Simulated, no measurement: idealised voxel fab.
process module | voxel capacitor over wiring
cross-section cut | 245 nm wide | cells 5 nm
A cross-section is a grid of square cells, given in bands from the top down. A band is one or more rows of cells.
Each band's line starts with the height of the band's top and of its bottom, in nm. Then come its materials from left to right, each with its width in nm. One material with "throughout" fills the band from edge to edge. "air" is empty space.
Height 0 is the level under which the wafer as received is all one material. The lowest band goes on downwards, as in "0 down".
A width such as "30 to 40" changes by the same amount from each row of cells to the next, from the band's top row to its bottom row.
"no change" after a step means that no cell of the cross-section changed.
closed voids: empty space of 8 cells or more with no open way to the top, each as width x height at its distance from the left edge, in nm
after a step's settings: what the simulator itself notes on the step
overlay nm, on a step with a mask: how far to the right of its planned place the mask lay; to the left if negative
plan
1 op RECEIVE | material Si
2 op CONFORMAL_DEP | material SiO2 | thk nm 15
3 op CONFORMAL_DEP | material SiN | thk nm 5
4 op DIRECTIONAL_DEP | material SiO2 | thk nm 25
5 op DIRECTIONAL_DEP | material aC | thk nm 10
6 op PATTERN | tone open | mask id METAL_1 | material resist | width nm 30 | pitch nm 95 | thk nm 30 | overlay nm 0
7 op DIRECTIONAL_ETCH | etch materials aC | depth nm 10
8 op STRIP | etch materials resist
9 op DIRECTIONAL_ETCH | etch materials SiO2 | depth nm 25
10 op DIRECTIONAL_ETCH | etch materials SiN | depth nm 5
11 op STRIP | etch materials aC
12 op CONFORMAL_DEP | material TiN | thk nm 5
13 op FILL_DEP | material Cu | thk nm 10
14 op CMP | height nm 45
15 op CONFORMAL_DEP | material SiCN | thk nm 5
16 op DIRECTIONAL_DEP | material SiO2 | thk nm 15
17 op PATTERN | tone open | mask id PLUG_1 | material resist | width nm 15 | thk nm 20 | overlay nm 0
18 op DIRECTIONAL_ETCH | etch materials SiO2 | depth nm 15
19 op DIRECTIONAL_ETCH | etch materials SiCN | depth nm 5
20 op STRIP | etch materials resist
21 op CONFORMAL_DEP | material TiN | thk nm 5
22 op FILL_DEP | material Cu | thk nm 10
23 op CMP | height nm 65
24 op DIRECTIONAL_DEP | material TiN | thk nm 10
25 op DIRECTIONAL_DEP | material HfO2 | thk nm 5
26 op DIRECTIONAL_DEP | material TiN | thk nm 5
27 op PATTERN | tone cover | mask id UPPER_PLATE | material resist | width nm 70 | thk nm 15 | overlay nm 0
28 op DIRECTIONAL_ETCH | etch materials TiN | depth nm 5
29 op DIRECTIONAL_ETCH | etch materials HfO2 | depth nm 5
30 op STRIP | etch materials resist
31 op DIRECTIONAL_DEP | material aC | thk nm 10
32 op PATTERN | tone cover | mask id LOWER_PLATE | material resist | width nm 80 | thk nm 30 | overlay nm 0
33 op DIRECTIONAL_ETCH | etch materials aC | depth nm 10
34 op STRIP | etch materials resist
35 op DIRECTIONAL_ETCH | etch materials TiN | depth nm 10
36 op STRIP | etch materials aC
37 op FILL_DEP | material SiO2 | thk nm 15
38 op CMP | height nm 95
39 op DIRECTIONAL_DEP | material aC | thk nm 15
40 op PATTERN | tone open | mask id PLUG_2 | material resist | width nm 15 | thk nm 35 | overlay nm 0
41 op DIRECTIONAL_ETCH | etch materials aC | depth nm 15
42 op STRIP | etch materials resist
43 op DIRECTIONAL_ETCH | etch materials SiO2 | depth nm 10
44 op STRIP | etch materials aC
45 op CONFORMAL_DEP | material TiN | thk nm 5
46 op FILL_DEP | material W | thk nm 10
47 op CMP | height nm 95
48 op CONFORMAL_DEP | material SiN | thk nm 5
first wafer, as planned
as received, after step 1
  0 down: Si throughout
  closed voids: none
after step 2
  15 to 0: SiO2 throughout
  below 0: unchanged
after step 3
  20 to 15: SiN throughout
  below 15: unchanged
after step 4
  45 to 20: SiO2 throughout
  below 20: unchanged
after step 5
  55 to 45: aC throughout
  below 45: unchanged
after step 6
  85 to 55: resist 60 | air 30 | resist 65 | air 30 | resist 60
  below 55: unchanged
after step 7
  75 to 55: resist 60 | air 30 | resist 65 | air 30 | resist 60
  55 to 45: aC 60 | air 30 | aC 65 | air 30 | aC 60
  below 45: unchanged
after step 8
  55 to 45: aC 60 | air 30 | aC 65 | air 30 | aC 60
  below 45: unchanged
after step 9
  55 to 45: aC 60 | air 30 | aC 65 | air 30 | aC 60
  45 to 20: SiO2 60 | air 30 | SiO2 65 | air 30 | SiO2 60
  below 20: unchanged
after step 10
  55 to 45: aC 60 | air 30 | aC 65 | air 30 | aC 60
  45 to 20: SiO2 60 | air 30 | SiO2 65 | air 30 | SiO2 60
  20 to 15: SiN 60 | air 30 | SiN 65 | air 30 | SiN 60
  below 15: unchanged
after step 11
  45 to 20: SiO2 60 | air 30 | SiO2 65 | air 30 | SiO2 60
  below 20: unchanged
after step 12
  50 to 45: TiN 65 | air 20 | TiN 75 | air 20 | TiN 65
  45 to 20: SiO2 60 | TiN 5 | air 20 | TiN 5 | SiO2 65 | TiN 5 | air 20 | TiN 5 | SiO2 60
  20 to 15: SiN 60 | TiN 30 | SiN 65 | TiN 30 | SiN 60
  below 15: unchanged
after step 13
  60 to 50: Cu throughout
  50 to 45: TiN 65 | Cu 20 | TiN 75 | Cu 20 | TiN 65
  45 to 20: SiO2 60 | TiN 5 | Cu 20 | TiN 5 | SiO2 65 | TiN 5 | Cu 20 | TiN 5 | SiO2 60
  below 20: unchanged
after step 14
  45 to 20: SiO2 60 | TiN 5 | Cu 20 | TiN 5 | SiO2 65 | TiN 5 | Cu 20 | TiN 5 | SiO2 60
  below 20: unchanged
after step 15
  50 to 45: SiCN throughout
  below 45: unchanged
after step 16
  65 to 50: SiO2 throughout
  below 50: unchanged
after step 17
  85 to 65: resist 75 | air 15 | resist 155
  below 65: unchanged
after step 18
  85 to 65: resist 75 | air 15 | resist 155
  65 to 50: SiO2 75 | air 15 | SiO2 155
  below 50: unchanged
after step 19
  85 to 65: resist 75 | air 15 | resist 155
  65 to 50: SiO2 75 | air 15 | SiO2 155
  50 to 45: SiCN 75 | air 15 | SiCN 155
  below 45: unchanged
after step 20
  65 to 50: SiO2 75 | air 15 | SiO2 155
  below 50: unchanged
after step 21
  70 to 65: TiN 80 | air 5 | TiN 160
  65 to 50: SiO2 75 | TiN 5 | air 5 | TiN 5 | SiO2 155
  50 to 45: SiCN 75 | TiN 15 | SiCN 155
  below 45: unchanged
after step 22
  80 to 70: Cu throughout
  70 to 65: TiN 80 | Cu 5 | TiN 160
  65 to 50: SiO2 75 | TiN 5 | Cu 5 | TiN 5 | SiO2 155
  below 50: unchanged
after step 23
  65 to 50: SiO2 75 | TiN 5 | Cu 5 | TiN 5 | SiO2 155
  below 50: unchanged
after step 24
  75 to 65: TiN throughout
  below 65: unchanged
after step 25
  80 to 75: HfO2 throughout
  below 75: unchanged
after step 26
  85 to 80: TiN throughout
  below 80: unchanged
after step 27
  100 to 85: air 75 | resist 70 | air 100
  below 85: unchanged
after step 28
  100 to 85: air 75 | resist 70 | air 100
  85 to 80: air 75 | TiN 70 | air 100
  below 80: unchanged
after step 29
  100 to 85: air 75 | resist 70 | air 100
  85 to 80: air 75 | TiN 70 | air 100
  80 to 75: air 75 | HfO2 70 | air 100
  below 75: unchanged
after step 30
  85 to 80: air 75 | TiN 70 | air 100
  below 80: unchanged
after step 31
  95 to 85: air 75 | aC 70 | air 100
  85 to 80: aC 75 | TiN 70 | aC 100
  80 to 75: aC 75 | HfO2 70 | aC 100
  below 75: unchanged
after step 32
  125 to 95: air 70 | resist 80 | air 95
  95 to 85: air 70 | resist 5 | aC 70 | resist 5 | air 95
  below 85: unchanged
after step 33
  115 to 95: air 70 | resist 80 | air 95
  95 to 85: air 70 | resist 5 | aC 70 | resist 5 | air 95
  85 to 80: air 70 | aC 5 | TiN 70 | aC 5 | air 95
  80 to 75: air 70 | aC 5 | HfO2 70 | aC 5 | air 95
  below 75: unchanged
after step 34
  95 to 85: air 75 | aC 70 | air 100
  below 85: unchanged
after step 35
  95 to 85: air 75 | aC 70 | air 100
  85 to 80: air 70 | aC 5 | TiN 70 | aC 5 | air 95
  80 to 75: air 70 | aC 5 | HfO2 70 | aC 5 | air 95
  75 to 65: air 70 | TiN 80 | air 95
  below 65: unchanged
after step 36
  85 to 80: air 75 | TiN 70 | air 100
  80 to 75: air 75 | HfO2 70 | air 100
  below 75: unchanged
after step 37
  100 to 85: SiO2 throughout
  85 to 80: SiO2 75 | TiN 70 | SiO2 100
  80 to 75: SiO2 75 | HfO2 70 | SiO2 100
  75 to 65: SiO2 70 | TiN 80 | SiO2 95
  below 65: unchanged
after step 38
  95 to 85: SiO2 throughout
  below 85: unchanged
after step 39
  110 to 95: aC throughout
  below 95: unchanged
after step 40
  145 to 110: resist 85 | air 15 | resist 145
  below 110: unchanged
after step 41
  130 to 110: resist 85 | air 15 | resist 145
  110 to 95: aC 85 | air 15 | aC 145
  below 95: unchanged
after step 42
  110 to 95: aC 85 | air 15 | aC 145
  below 95: unchanged
after step 43
  110 to 95: aC 85 | air 15 | aC 145
  95 to 85: SiO2 85 | air 15 | SiO2 145
  below 85: unchanged
after step 44
  95 to 85: SiO2 85 | air 15 | SiO2 145
  below 85: unchanged
after step 45
  100 to 95: TiN 90 | air 5 | TiN 150
  95 to 90: SiO2 85 | TiN 5 | air 5 | TiN 5 | SiO2 145
  90 to 80: SiO2 85 to 75 | TiN 15 to 70 | SiO2 145 to 100
  below 80: unchanged
after step 46
  110 to 100: W throughout
  100 to 95: TiN 90 | W 5 | TiN 150
  95 to 90: SiO2 85 | TiN 5 | W 5 | TiN 5 | SiO2 145
  below 90: unchanged
after step 47
  95 to 90: SiO2 85 | TiN 5 | W 5 | TiN 5 | SiO2 145
  below 90: unchanged
after step 48
  100 to 95: SiN throughout
  below 95: unchanged
second wafer: like start, like plan, one mistake. Through step 39 it matches the first wafer
when step 40 should have ended
  145 to 110: resist 85 | air 20 | resist 140
  below 110: unchanged
when step 41 should have ended
  130 to 110: resist 85 | air 20 | resist 140
  110 to 95: aC 85 | air 20 | aC 140
  below 95: unchanged
when step 42 should have ended
  110 to 95: aC 85 | air 20 | aC 140
  below 95: unchanged
when step 43 should have ended
  110 to 95: aC 85 | air 20 | aC 140
  95 to 85: SiO2 85 | air 20 | SiO2 140
  below 85: unchanged
when step 44 should have ended
  95 to 85: SiO2 85 | air 20 | SiO2 140
  below 85: unchanged
when step 45 should have ended
  100 to 95: TiN 90 | air 10 | TiN 145
  95 to 90: SiO2 85 | TiN 5 | air 10 | TiN 5 | SiO2 140
  90 to 80: SiO2 85 to 75 | TiN 20 to 70 | SiO2 140 to 100
  below 80: unchanged
when step 46 should have ended
  110 to 100: W throughout
  100 to 95: TiN 90 | W 10 | TiN 145
  95 to 90: SiO2 85 | TiN 5 | W 10 | TiN 5 | SiO2 140
  below 90: unchanged
when step 47 should have ended
  95 to 90: SiO2 85 | TiN 5 | W 10 | TiN 5 | SiO2 140
  below 90: unchanged
when step 48 should have ended
  100 to 95: SiN throughout
  below 95: unchanged
what went wrong: step 40 ran as: op PATTERN | tone open | mask id PLUG_2 | material resist | width nm 20 | thk nm 35 | overlay nm 0
at the end the second wafer has, in cells: 2 fewer of SiO2 | 1 more of TiN | 1 more of W
